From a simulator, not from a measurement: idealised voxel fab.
process module | voxel air gaps
cross-section cut | 285 nm wide | cells 5 nm
A cross-section is a grid of square cells, given in bands from the top down. A band is one or more rows of cells.
Each band's line starts with the height of the band's top and of its bottom, in nm. Then come its materials from left to right, each with its width in nm. One material with "throughout" fills the band from edge to edge. "air" is empty space.
Height 0 is the level under which the wafer as received is all one material. The lowest band goes on downwards, as in "0 down".
A width such as "30 to 40" changes by the same amount from each row of cells to the next, from the band's top row to its bottom row.
"no change" after a step means that no cell of the cross-section changed.
closed voids: empty space of 8 cells or more with no open way to the top, each as width x height at its distance from the left edge, in nm
after a step's settings: what the simulator itself notes on the step
overlay nm, on a step with a mask: how far to the right of its planned place the mask lay; to the left if negative
plan
1 op RECEIVE | material Si
2 op CONFORMAL_DEP | material SiO2 | thk nm 5
3 op CONFORMAL_DEP | material SiN | thk nm 5
4 op DIRECTIONAL_DEP | material SiO2 | thk nm 30
5 op DIRECTIONAL_DEP | material aC | thk nm 15
6 op PATTERN | tone open | mask id LINES | material resist | width nm 25 | pitch nm 50 | thk nm 30 | overlay nm 0
7 op DIRECTIONAL_ETCH | etch materials aC | depth nm 15
8 op STRIP | etch materials resist
9 op DIRECTIONAL_ETCH | etch materials SiO2 | depth nm 30
10 op STRIP | etch materials aC
11 op CONFORMAL_DEP | material TiN | thk nm 5
12 op FILL_DEP | material Cu | thk nm 5
13 op CMP | height nm 45
14 op EPI | material Ru | thk nm 10
15 op SELECTIVE_ETCH | etch materials SiO2 | depth nm 40
16 op CONFORMAL_DEP | material SiN | thk nm 5
varied across the wafers: thk nm of step 2. The plan shows the first wafer's value. All wafers start alike
first wafer as received, after step 1
  0 down: Si throughout
  closed voids: none
first wafer at the end, after step 16
  60 to 55: SiN throughout
  55 to 45: Ru throughout
  45 to 40: TiN 60 | Cu 15 | TiN 35 | Cu 15 | TiN 35 | Cu 15 | TiN 35 | Cu 15 | TiN 60
  40 to 15: SiO2 55 | TiN 5 | Cu 15 | TiN 5 | SiO2 25 | TiN 5 | Cu 15 | TiN 5 | SiO2 25 | TiN 5 | Cu 15 | TiN 5 | SiO2 25 | TiN 5 | Cu 15 | TiN 5 | SiO2 55
  15 to 10: SiO2 55 | TiN 25 | SiO2 25 | TiN 25 | SiO2 25 | TiN 25 | SiO2 25 | TiN 25 | SiO2 55
  10 to 5: SiN throughout
  5 to 0: SiO2 throughout
  0 down: Si throughout
  closed voids: none
last wafer at the end
  60 to 55: air 40 | SiN 205 | air 40
  55 to 45: air 40 | SiN 5 | Ru 45 | SiN 5 | Ru 45 | SiN 5 | Ru 45 | SiN 5 | Ru 45 | SiN 5 | air 40
  45 to 40: air 40 | SiN 15 | TiN 5 | Cu 15 | TiN 5 | SiN 25 | TiN 5 | Cu 15 | TiN 5 | SiN 25 | TiN 5 | Cu 15 | TiN 5 | SiN 25 | TiN 5 | Cu 15 | TiN 5 | SiN 15 | air 40
  40 to 35: air 50 | SiN 5 | TiN 5 | Cu 15 | TiN 5 | SiN 5 | air 15 | SiN 5 | TiN 5 | Cu 15 | TiN 5 | SiN 5 | air 15 | SiN 5 | TiN 5 | Cu 15 | TiN 5 | SiN 5 | air 15 | SiN 5 | TiN 5 | Cu 15 | TiN 5 | SiN 5 | air 50
  35 to 30: SiN 55 | TiN 25 | SiN 25 | TiN 25 | SiN 25 | TiN 25 | SiN 25 | TiN 25 | SiN 55
  30 to 25: SiN throughout
  25 to 0: SiO2 throughout
  0 down: Si throughout
  closed voids: none
each wafer at the end: cells of each material gained (+) or lost (-) since it was received, then its closed voids
thk nm 5 | +72 Cu | +114 Ru | +114 SiN | +279 SiO2 | +105 TiN | closed voids: none
thk nm 10 | +60 Cu | +72 Ru | +198 SiN | +114 SiO2 | +60 TiN | closed voids: 15 x 20 at 85; 15 x 20 at 135; 15 x 20 at 185
thk nm 15 | +48 Cu | +72 Ru | +190 SiN | +171 SiO2 | +52 TiN | closed voids: 15 x 15 at 85; 15 x 15 at 135; 15 x 15 at 185
thk nm 20 | +36 Cu | +72 Ru | +182 SiN | +228 SiO2 | +44 TiN | closed voids: none
thk nm 25 | +24 Cu | +72 Ru | +174 SiN | +285 SiO2 | +36 TiN | closed voids: none
